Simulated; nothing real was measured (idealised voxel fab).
The document below concerns the process module designated voxel capacitor over wiring.
We display cut, a cross-section 155 nm in width whose square cells are each 5 nm.
For the purposes of this document, a cross-section shall be understood as a grid of square cells, specified as bands listed in top-to-bottom order, each band consisting of one or more rows of cells.
This entry defines a band. It first specifies the height of the band's top and the height of its bottom in nm, and then specifies the band's materials from left to right, stating each material with its width in nm. The word "all across" identifies a single material that fills the band from edge to edge, while the word "air" identifies empty space.
Heights from 0 (as-received wafer is one material below). Bottom band endless downward, as "z 0 and below".
The width entry "30 to 40" should be interpreted row by row: the top row of cells in the band takes the first number, the bottom row takes the second number, and the change between adjacent rows is uniform throughout.
You'll sometimes find "no modifications" written for a step, and that's the way of saying that nowhere in the cross-section did a cell change during that step.
Reported under the label "Enclosed empty spaces" are the empty spaces having no open way to the top and comprising 8 cells or more; the notation for each is width x height at distance, in which the distance is measured from the left edge and all three values are in nm.
Where a step's line continues beyond its settings, the continuation is a remark by the simulator itself on that step.
What "overlay nm" on a step's line means: if the step has a mask, that mask lay this far to the right of its planned place, or, when the value is negative, to the left.

List of planned process steps:
- 1: RECEIVE (material Si)
- 2: CONFORMAL_DEP (material SiO2; thk nm 10)
- 3: CONFORMAL_DEP (material SiCN; thk nm 5)
- 4: DIRECTIONAL_DEP (material SiO2; thk nm 15)
- 5: DIRECTIONAL_DEP (material aC; thk nm 15)
- 6: PATTERN (tone open; mask id METAL_1; material resist; width nm 20; pitch nm 80; thk nm 35; overlay nm 0)
- 7: DIRECTIONAL_ETCH (etch materials aC; depth nm 15)
- 8: STRIP (etch materials resist)
- 9: DIRECTIONAL_ETCH (etch materials SiO2; depth nm 15)
- 10: DIRECTIONAL_ETCH (etch materials SiCN; depth nm 5)
- 11: STRIP (etch materials aC)
- 12: CONFORMAL_DEP (material TiN; thk nm 5)
- 13: FILL_DEP (material Ru; thk nm 5)
- 14: CMP (height nm 30)
- 15: EPI (material Ru; thk nm 5)
- 16: FILL_DEP (material SiCN; thk nm 5)
- 17: DIRECTIONAL_DEP (material lowk; thk nm 10)
- 18: MASKED_ETCH (tone open; mask id PLUG_1; width nm 15; etch materials lowk; depth nm 10; overlay nm 0)
- 19: MASKED_ETCH (tone open; mask id PLUG_1; width nm 15; etch materials SiCN; depth nm 5; overlay nm 0)
- 20: CONFORMAL_DEP (material TiN; thk nm 5)
- 21: FILL_DEP (material W; thk nm 5)
- 22: CMP (height nm 50)
- 23: DIRECTIONAL_DEP (material TiN; thk nm 5)
- 24: DIRECTIONAL_DEP (material HfO2; thk nm 5)
- 25: DIRECTIONAL_DEP (material TiN; thk nm 10)
- 26: DIRECTIONAL_DEP (material aC; thk nm 15)
- 27: PATTERN (tone cover; mask id UPPER_PLATE; material resist; width nm 65; thk nm 30; overlay nm 0)
- 28: DIRECTIONAL_ETCH (etch materials aC; depth nm 15)
- 29: STRIP (etch materials resist)
- 30: DIRECTIONAL_ETCH (etch materials TiN; depth nm 5)
- 31: DIRECTIONAL_ETCH (etch materials HfO2; depth nm 5)
- 32: STRIP (etch materials aC)
- 33: MASKED_ETCH (tone cover; mask id LOWER_PLATE; width nm 75; etch materials TiN; depth nm 5; overlay nm 0)
- 34: FILL_DEP (material SiO2; thk nm 20)
- 35: CMP (height nm 85)
- 36: DIRECTIONAL_DEP (material aC; thk nm 15)
- 37: PATTERN (tone open; mask id PLUG_2; material resist; width nm 15; thk nm 30; overlay nm 0)
- 38: DIRECTIONAL_ETCH (etch materials aC; depth nm 15)
- 39: STRIP (etch materials resist)
- 40: DIRECTIONAL_ETCH (etch materials SiO2; depth nm 15)
- 41: STRIP (etch materials aC)
- 42: CONFORMAL_DEP (material TiN; thk nm 5)
- 43: FILL_DEP (material Cu; thk nm 10)
- 44: CMP (height nm 85)
- 45: CONFORMAL_DEP (material SiN; thk nm 5)
What sets these wafers apart? The depth nm at step 30. They all start alike, and the plan carries the first wafer's value.

Cross-section of the first of several wafers as received (after step 1):
  z 0 and below: Si all across
  Enclosed empty spaces: none

Here's the first of several wafers in cross-section, end of the module, after the last step, step 45:
  z 90 to 85: SiN all across
  z 85 to 75: SiO2=40  TiN=5  Cu=5  TiN=5  SiO2=100
  z 75 to 65: SiO2=40 to 30  TiN=15 to 65  SiO2=100 to 60
  z 65 to 60: SiO2=25  TiN=75  SiO2=55
  z 60 to 55: HfO2 all across
  z 55 to 50: TiN all across
  z 50 to 40: lowk=30  TiN=5  W=5  TiN=5  lowk=110
  z 40 to 35: SiCN=30  TiN=15  SiCN=110
  z 35 to 30: SiCN=20  Ru=30  SiCN=50  Ru=30  SiCN=25
  z 30 to 15: SiO2=25  TiN=5  Ru=10  TiN=5  SiO2=60  TiN=5  Ru=10  TiN=5  SiO2=30
  z 15 to 10: SiCN=25  TiN=20  SiCN=60  TiN=20  SiCN=30
  z 10 to 0: SiO2 all across
  z 0 and below: Si all across
  Enclosed empty spaces: none

Cross-section of the last wafer at end of module:
  z 90 to 85: SiN all across
  z 85 to 75: SiO2=40  TiN=5  Cu=5  TiN=5  SiO2=100
  z 75 to 70: SiO2=40  TiN=15  SiO2=100
  z 70 to 60: SiO2=30  TiN=65  SiO2=60
  z 60 to 55: SiO2=30  HfO2=65  SiO2=60
  z 55 to 50: SiO2=25  TiN=75  SiO2=55
  z 50 to 40: lowk=30  TiN=5  W=5  TiN=5  lowk=110
  z 40 to 35: SiCN=30  TiN=15  SiCN=110
  z 35 to 30: SiCN=20  Ru=30  SiCN=50  Ru=30  SiCN=25
  z 30 to 15: SiO2=25  TiN=5  Ru=10  TiN=5  SiO2=60  TiN=5  Ru=10  TiN=5  SiO2=30
  z 15 to 10: SiCN=25  TiN=20  SiCN=60  TiN=20  SiCN=30
  z 10 to 0: SiO2 all across
  z 0 and below: Si all across
  Enclosed empty spaces: none

Below is a per-wafer table. In it, each row describes the wafer at the end of the module by giving, for each material, the number of cells gained (+) or lost (-) since the wafer was received, and after that the closed voids of the wafer:
depth nm 5; +2 Cu; +31 HfO2; +24 Ru; +70 SiCN; +31 SiN; +249 SiO2; +93 TiN; +2 W; +56 lowk; Enclosed empty spaces: none
depth nm 10; +2 Cu; +13 HfO2; +24 Ru; +70 SiCN; +31 SiN; +285 SiO2; +75 TiN; +2 W; +56 lowk; Enclosed empty spaces: none
depth nm 15; +2 Cu; +13 HfO2; +24 Ru; +70 SiCN; +31 SiN; +285 SiO2; +75 TiN; +2 W; +56 lowk; Enclosed empty spaces: none
depth nm 20; +2 Cu; +13 HfO2; +24 Ru; +70 SiCN; +31 SiN; +285 SiO2; +75 TiN; +2 W; +56 lowk; Enclosed empty spaces: none
depth nm 25; +2 Cu; +13 HfO2; +24 Ru; +70 SiCN; +31 SiN; +285 SiO2; +75 TiN; +2 W; +56 lowk; Enclosed empty spaces: none
